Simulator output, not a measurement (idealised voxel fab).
process module | voxel ribs on slabs
cross-section cut | 235 nm wide | cells 5 nm
A cross-section is a grid of square cells, given in bands from the top down. A band is one or more rows of cells.
Each band's line starts with the height of the band's top and of its bottom, in nm. Then come its materials from left to right, each with its width in nm. One material with "throughout" fills the band from edge to edge. "air" is empty space.
Height 0 is the level under which the wafer as received is all one material. The lowest band goes on downwards, as in "0 down".
A width such as "30 to 40" changes by the same amount from each row of cells to the next, from the band's top row to its bottom row.
"no change" after a step means that no cell of the cross-section changed.
closed voids: empty space of 8 cells or more with no open way to the top, each as width x height at its distance from the left edge, in nm
after a step's settings: what the simulator itself notes on the step
overlay nm, on a step with a mask: how far to the right of its planned place the mask lay; to the left if negative
plan
1 op RECEIVE | material Si
2 op DIRECTIONAL_DEP | material SiO2 | thk nm 25
3 op DIRECTIONAL_DEP | material polySi | thk nm 25
4 op DIRECTIONAL_DEP | material aC | thk nm 15
5 op PATTERN | tone cover | mask id RIB | material resist | width nm 30 | thk nm 35 | overlay nm 0
6 op DIRECTIONAL_ETCH | etch materials aC | depth nm 15
7 op STRIP | etch materials resist
8 op DIRECTIONAL_ETCH | etch materials polySi | depth nm 5
9 op STRIP | etch materials aC
10 op PATTERN | tone cover | mask id SLAB | material resist | width nm 90 | thk nm 20 | overlay nm 0
11 op DIRECTIONAL_ETCH | etch materials polySi | depth nm 20
12 op STRIP | etch materials resist
13 op FILL_DEP | material SiO2 | thk nm 30
14 op CMP | height nm 70
15 op DIRECTIONAL_DEP | material W | thk nm 10
16 op DIRECTIONAL_DEP | material aC | thk nm 10
17 op PATTERN | tone cover | mask id HEATER | material resist | width nm 40 | thk nm 25 | overlay nm 0
18 op DIRECTIONAL_ETCH | etch materials aC | depth nm 10
19 op STRIP | etch materials resist
20 op DIRECTIONAL_ETCH | etch materials W | depth nm 10
21 op STRIP | etch materials aC
22 op CONFORMAL_DEP | material SiO2 | thk nm 5
as received, after step 1
  0 down: Si throughout
  closed voids: none
first wafer at the end, as planned
  85 to 80: air 90 | SiO2 50 | air 95
  80 to 75: air 90 | SiO2 5 | W 40 | SiO2 5 | air 95
  75 to 70: SiO2 95 | W 40 | SiO2 100
  70 to 50: SiO2 throughout
  50 to 45: SiO2 100 | polySi 30 | SiO2 105
  45 to 25: SiO2 70 | polySi 90 | SiO2 75
  25 to 0: SiO2 throughout
  0 down: Si throughout
  closed voids: none
second wafer at the end: like start, like plan, one mistake
  85 to 80: air 90 | SiO2 50 | air 95
  80 to 75: air 90 | SiO2 5 | W 40 | SiO2 5 | air 95
  75 to 70: SiO2 95 | W 40 | SiO2 100
  70 to 60: SiO2 throughout
  60 to 40: SiO2 70 | polySi 90 | SiO2 75
  40 to 25: aC throughout
  25 to 0: SiO2 throughout
  0 down: Si throughout
  closed voids: none
what went wrong: steps 3 and 4 were swapped
at the end the second wafer has, in cells: 135 fewer of SiO2 | 141 more of aC | 6 fewer of polySi
